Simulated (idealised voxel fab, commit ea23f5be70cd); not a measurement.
The process module that follows is named voxel lift off.
165 nm wide, 5 nm square cells: that's cross-section cut.
Notation: cross-section as square-cell grid; stated in bands, top first, going down; one or more cell rows per band.
First you get the band's top height and its bottom height, in nm, and then the materials it's made of, left to right, with each width in nm. If you see a single material with "all across", that one covers the band edge to edge. "air" is empty space.
Heads up on the height convention: 0 is the point under which the incoming wafer is all one material, and the lowest band has no bottom, it just keeps going down, like "0 down".
A two-number width, for instance "30 to 40", indicates that the width is equal to the first number in the top row of the band and to the second number in the bottom row, and that it changes by a constant amount per row of cells.
The designation "nothing different", where it is given for a processing step, indicates that no cell of the cross-section was altered in the course of that step.
Voids not open to the top, 8 cells minimum: see "Enclosed void catalog". Written width x height at distance; distance is from the left edge; nm.
Text after the settings on a step's line: the simulator's own remark on that step.
If you see "overlay nm" on a step's line and that step has a mask, it's telling you how far right of where it was planned the mask ended up; a negative number means it went left instead.

## This section lists the process steps that were planned
1) RECEIVE with material Si
2) CONFORMAL_DEP with material Al2O3, thk nm 5
3) PATTERN with tone open, mask id LINES, material resist, width nm 15, pitch nm 45, thk nm 20, overlay nm 0
4) DIRECTIONAL_DEP with material Ru, thk nm 5
5) STRIP with etch materials resist
6) CONFORMAL_DEP with material SiCN, thk nm 5

## Delivered wafer in cross-section: state after step 1
  0 down  Si all across
  Enclosed void catalog: none

## What the wafer looks like in cross-section after this module, when it starts as shown above and follows the plan above but one mistake is made in running it
  10 to 5  air=50 / Ru=15 / air=30 / Ru=15 / air=55
  5 to 0  Al2O3 all across
  0 down  Si all across
  Enclosed void catalog: none
What went wrong in running the wafer? step 6 was left out
